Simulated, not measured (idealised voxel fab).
Herein follows the process module entitled voxel ribs on slabs.
Square cells of 5 nm make up the cross-section cut, whose width is 250 nm.
Cross-section, as written here: a square-cell grid given band by band from the top down, where a band holds one or more rows of cells.
Within each band entry, the heights of the top and of the bottom of the band appear first, in that order and in nm; the materials of the band then follow from left to right, each with its corresponding width in nm. The designation "throughout" on a single material indicates that it fills the band from edge to edge; the designation "blank" indicates empty space.
Height datum 0, below which the as-received substrate wafer is one material. Lowest band open at the bottom, running downward: "0 nm and below".
Quick explanation for "30->40": the width changes in equal steps down the rows of cells, from the first number in the band's top row to the second number in its bottom row.
For the purposes of this document, the phrase "no alteration" attached to a step denotes that no cell within the cross-section was modified by that step.
"Closed void roster" lists enclosed empty spaces (at least 8 cells, no open path upward to the top), each as width x height at distance from the left edge, in nm.
That trailing text on a step's line, after the settings, is the simulator's own remark on the step.
The setting "overlay nm" may be written on the line of a step. When the step uses a mask, the value reports how far to the right of the planned place the mask lay, and a negative value reports that it lay to the left.

Process steps - plan:
1: RECEIVE,material Si
2: DIRECTIONAL_DEP,material SiO2,thk nm 25
3: DIRECTIONAL_DEP,material polySi,thk nm 15
4: PATTERN,tone cover,mask id RIB,material resist,width nm 30,thk nm 20,overlay nm 0
5: DIRECTIONAL_ETCH,etch materials polySi,depth nm 10
6: STRIP,etch materials resist
7: MASKED_ETCH,tone cover,mask id SLAB,width nm 90,etch materials polySi,depth nm 5,overlay nm 0
8: FILL_DEP,material SiO2,thk nm 25
9: CMP,height nm 60
10: DIRECTIONAL_DEP,material TiN,thk nm 5
11: MASKED_ETCH,tone cover,mask id HEATER,width nm 40,etch materials TiN,depth nm 5,overlay nm 0
12: CONFORMAL_DEP,material SiO2,thk nm 10

Run as planned: first of two wafers:

Incoming wafer, cross-sectional view, post step 1:
- 0 nm and below = Si throughout
- Closed void roster: none

Step 2 done - wafer cross-section:
- 25 nm to 0 nm = SiO2 throughout
- below 0: unchanged

Step 3 done - wafer cross-section:
- 40 nm to 25 nm = polySi throughout
- below 25: unchanged

Step 4 done - wafer cross-section:
- 60 nm to 40 nm = blank: 110 | resist: 30 | blank: 110
- below 40: unchanged

Step 5 done - wafer cross-section:
- 60 nm to 40 nm = blank: 110 | resist: 30 | blank: 110
- 40 nm to 30 nm = blank: 110 | polySi: 30 | blank: 110
- below 30: unchanged

Step 6 done - wafer cross-section:
- 40 nm to 30 nm = blank: 110 | polySi: 30 | blank: 110
- below 30: unchanged

Step 7 done - wafer cross-section:
- 40 nm to 30 nm = blank: 110 | polySi: 30 | blank: 110
- 30 nm to 25 nm = blank: 80 | polySi: 90 | blank: 80
- below 25: unchanged

Step 8 done - wafer cross-section:
- 65 nm to 40 nm = SiO2 throughout
- 40 nm to 30 nm = SiO2: 110 | polySi: 30 | SiO2: 110
- 30 nm to 25 nm = SiO2: 80 | polySi: 90 | SiO2: 80
- below 25: unchanged

Step 9 done - wafer cross-section:
- 60 nm to 40 nm = SiO2 throughout
- below 40: unchanged

Step 10 done - wafer cross-section:
- 65 nm to 60 nm = TiN throughout
- below 60: unchanged

Step 11 done - wafer cross-section:
- 65 nm to 60 nm = blank: 105 | TiN: 40 | blank: 105
- below 60: unchanged

Step 12 done - wafer cross-section:
- 75 nm to 70 nm = blank: 95 | SiO2: 60 | blank: 95
- 70 nm to 65 nm = SiO2 throughout
- 65 nm to 60 nm = SiO2: 105 | TiN: 40 | SiO2: 105
- below 60: unchanged

What follows concerns the second wafer, which started out like the first and was meant to follow the very same plan; one mistake crept in when it was run, but everything up to and including step 2 is the same as for the first wafer:

Cross-sectional representation of the second wafer at the time designated in the plan for the completion of step 3:
- 55 nm to 25 nm = polySi throughout
- below 25: unchanged

Cross-sectional representation of the second wafer at the time designated in the plan for the completion of step 4:
- 75 nm to 55 nm = blank: 110 | resist: 30 | blank: 110
- below 55: unchanged

Cross-sectional representation of the second wafer at the time designated in the plan for the completion of step 5:
- 75 nm to 55 nm = blank: 110 | resist: 30 | blank: 110
- 55 nm to 45 nm = blank: 110 | polySi: 30 | blank: 110
- below 45: unchanged

Cross-sectional representation of the second wafer at the time designated in the plan for the completion of step 6:
- 55 nm to 45 nm = blank: 110 | polySi: 30 | blank: 110
- below 45: unchanged

Cross-sectional representation of the second wafer at the time designated in the plan for the completion of step 7:
- 55 nm to 45 nm = blank: 110 | polySi: 30 | blank: 110
- 45 nm to 40 nm = blank: 80 | polySi: 90 | blank: 80
- below 40: unchanged

Cross-sectional representation of the second wafer at the time designated in the plan for the completion of step 8:
- 80 nm to 55 nm = SiO2 throughout
- 55 nm to 45 nm = SiO2: 110 | polySi: 30 | SiO2: 110
- 45 nm to 40 nm = SiO2: 80 | polySi: 90 | SiO2: 80
- below 40: unchanged

Cross-sectional representation of the second wafer at the time designated in the plan for the completion of step 9:
- 60 nm to 55 nm = SiO2 throughout
- below 55: unchanged

Cross-sectional representation of the second wafer at the time designated in the plan for the completion of step 10:
- 65 nm to 60 nm = TiN throughout
- below 60: unchanged

Cross-sectional representation of the second wafer at the time designated in the plan for the completion of step 11:
- 65 nm to 60 nm = blank: 105 | TiN: 40 | blank: 105
- below 60: unchanged

Cross-sectional representation of the second wafer at the time designated in the plan for the completion of step 12:
- 75 nm to 70 nm = blank: 95 | SiO2: 60 | blank: 95
- 70 nm to 65 nm = SiO2 throughout
- 65 nm to 60 nm = SiO2: 105 | TiN: 40 | SiO2: 105
- below 60: unchanged
So what did we get wrong on this run? execution of plan step 3 occurred twice
Wrapping up, a cell-based count of both wafers puts the second over or under the first for these materials: 150 fewer of SiO2; 150 more of polySi
